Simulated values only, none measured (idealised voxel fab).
This section sets out a process module, namely voxel self aligned contacts.
Displayed cross-section: cut, width of 285 nm, square cells sized 5 nm.
If you're reading a cross-section in this doc, picture square cells in a grid; it comes to you as bands, top ones listed first down to the bottom, and a band can be one or more rows of cells.
Per band: top height and bottom height in nm, followed by the left-to-right materials and their widths in nm; "everywhere" marks a single material spanning edge to edge, "air" marks empty space.
For the purposes of this specification, 0 denotes the height below which the wafer in its as-received condition is composed wholly of one material, and the lowermost band, lacking a lower limit, extends downward without end, as expressed in "top 0, no bottom".
Width "30 to 40": first value at the band's top row of cells, second value at its bottom row, equal change from row to row.
Step note "changes: none" = no cross-section cell changed.
Look at "Voids, sealed" for the closed voids: empty spaces with no open path to the top, sized 8 cells or up. Each is width x height at distance, distance from the left edge, all nm.
Anything after a step's settings on that line? It's the simulator's own note about the step.
The optional step-line setting "overlay nm" applies to steps with a mask and quantifies how far to the right of its planned location the mask lay, a negative value indicating leftward placement.

Process steps foreseen in the plan
1. RECEIVE | material Si
2. OXIDIZE | depth nm 5
3. DIRECTIONAL_DEP | material polySi | thk nm 20
4. DIRECTIONAL_DEP | material SiN | thk nm 20
5. MASKED_ETCH | tone cover | mask id GATE | width nm 30 | pitch nm 60 | etch materials SiN | depth nm 20 | overlay nm 0
6. MASKED_ETCH | tone cover | mask id GATE | width nm 30 | pitch nm 60 | etch materials polySi | depth nm 20 | overlay nm 0
7. CONFORMAL_DEP | material SiN | thk nm 5
8. DIRECTIONAL_ETCH | etch materials SiN | depth nm 5
9. FILL_DEP | material SiO2 | thk nm 15
10. CMP | height nm 45
11. MASKED_ETCH | tone open | mask id CONTACT | width nm 40 | etch materials SiO2 | depth nm 50 | overlay nm 0
12. CONFORMAL_DEP | material TiN | thk nm 5
13. FILL_DEP | material W | thk nm 10
14. CMP | height nm 45
15. CONFORMAL_DEP | material SiN | thk nm 5

Cross-section of the wafer upon arrival, representing the state reached after step 1
  top 0, no bottom  Si everywhere
  Voids, sealed: none

Cross-sectional result after module completion. Note: starting condition and plan are unchanged from above; one processing mistake was made
  top 50, bottom 45  SiO2 everywhere
  top 45, bottom 40  120 of SiO2 | 15 of TiN | 10 of W | 15 of TiN | 125 of SiO2
  top 40, bottom 20  90 of SiO2 | 40 of SiN | 5 of TiN | 10 of W | 5 of TiN | 40 of SiN | 95 of SiO2
  top 20, bottom 0  90 of SiO2 | 5 of SiN | 30 of polySi | 5 of SiN | 5 of TiN | 10 of W | 5 of TiN | 5 of SiN | 30 of polySi | 5 of SiN | 95 of SiO2
  top 0, bottom -5  130 of SiO2 | 20 of TiN | 135 of SiO2
  top -5, no bottom  Si everywhere
  Voids, sealed: none
Finding, execution versus plan: step 15 was processed under conditions differing from the plan, specifically as CONFORMAL_DEP | material SiO2 | thk nm 5
